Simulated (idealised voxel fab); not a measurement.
process module | voxel self aligned vias
cross-section cut | 225 nm wide | cells 5 nm
A cross-section is a grid of square cells, given in bands from the top down. A band is one or more rows of cells.
Each band's line starts with the height of the band's top and of its bottom, in nm. Then come its materials from left to right, each with its width in nm. One material with "throughout" fills the band from edge to edge. "air" is empty space.
Height 0 is the level under which the wafer as received is all one material. The lowest band goes on downwards, as in "0 down".
A width such as "30 to 40" changes by the same amount from each row of cells to the next, from the band's top row to its bottom row.
"no change" after a step means that no cell of the cross-section changed.
closed voids: empty space of 8 cells or more with no open way to the top, each as width x height at its distance from the left edge, in nm
after a step's settings: what the simulator itself notes on the step
overlay nm, on a step with a mask: how far to the right of its planned place the mask lay; to the left if negative
plan
1 op RECEIVE | material Si
2 op CONFORMAL_DEP | material SiO2 | thk nm 10
3 op CONFORMAL_DEP | material SiCN | thk nm 5
4 op DIRECTIONAL_DEP | material lowk | thk nm 20
5 op MASKED_ETCH | tone open | mask id LINES | width nm 30 | pitch nm 70 | etch materials lowk | depth nm 20 | overlay nm 0
6 op CONFORMAL_DEP | material TiN | thk nm 5
7 op FILL_DEP | material W | thk nm 5
8 op CMP | height nm 35
9 op SELECTIVE_ETCH | etch materials W Ru TiN | depth nm 5
10 op FILL_DEP | material SiN | thk nm 10
11 op CMP | height nm 35
12 op DIRECTIONAL_DEP | material lowk | thk nm 15
13 op DIRECTIONAL_DEP | material aC | thk nm 15
14 op PATTERN | tone open | mask id VIAS | material resist | width nm 40 | pitch nm 70 | thk nm 35 | overlay nm 0
15 op DIRECTIONAL_ETCH | etch materials aC | depth nm 15
16 op STRIP | etch materials resist
17 op DIRECTIONAL_ETCH | etch materials lowk | depth nm 15
18 op DIRECTIONAL_ETCH | etch materials SiN | depth nm 5
19 op STRIP | etch materials aC
20 op CONFORMAL_DEP | material TiN | thk nm 5
21 op FILL_DEP | material Ru | thk nm 10
22 op CMP | height nm 50
23 op CONFORMAL_DEP | material SiN | thk nm 5
as received, after step 1
  0 down: Si throughout
  closed voids: none
first wafer at the end, as planned
  55 to 50: SiN throughout
  50 to 40: lowk 20 | TiN 5 | Ru 30 | TiN 5 | lowk 30 | TiN 5 | Ru 30 | TiN 5 | lowk 30 | TiN 5 | Ru 30 | TiN 5 | lowk 25
  40 to 35: lowk 20 | TiN 10 | Ru 20 | TiN 10 | lowk 30 | TiN 10 | Ru 20 | TiN 10 | lowk 30 | TiN 10 | Ru 20 | TiN 10 | lowk 25
  35 to 30: lowk 25 | TiN 30 | lowk 40 | TiN 30 | lowk 40 | TiN 30 | lowk 30
  30 to 20: lowk 25 | TiN 5 | W 20 | TiN 5 | lowk 40 | TiN 5 | W 20 | TiN 5 | lowk 40 | TiN 5 | W 20 | TiN 5 | lowk 30
  20 to 15: lowk 25 | TiN 30 | lowk 40 | TiN 30 | lowk 40 | TiN 30 | lowk 30
  15 to 10: SiCN throughout
  10 to 0: SiO2 throughout
  0 down: Si throughout
  closed voids: none
second wafer at the end: like start, like plan, one mistake
  55 to 50: SiN throughout
  50 to 35: lowk 20 | TiN 5 | Ru 30 | TiN 5 | lowk 30 | TiN 5 | Ru 30 | TiN 5 | lowk 30 | TiN 5 | Ru 30 | TiN 5 | lowk 25
  35 to 30: SiN 20 | TiN 40 | SiN 30 | TiN 40 | SiN 30 | TiN 40 | SiN 25
  30 to 25: lowk 25 | SiN 30 | lowk 40 | SiN 30 | lowk 40 | SiN 30 | lowk 30
  25 to 20: lowk 25 | TiN 5 | W 20 | TiN 5 | lowk 40 | TiN 5 | W 20 | TiN 5 | lowk 40 | TiN 5 | W 20 | TiN 5 | lowk 30
  20 to 15: lowk 25 | TiN 30 | lowk 40 | TiN 30 | lowk 40 | TiN 30 | lowk 30
  15 to 10: SiCN throughout
  10 to 0: SiO2 throughout
  0 down: Si throughout
  closed voids: none
what went wrong: step 8 ran as: op CMP | height nm 30
at the end the second wafer has, in cells: 6 more of Ru | 39 more of SiN | 6 fewer of TiN | 12 fewer of W | 27 fewer of lowk
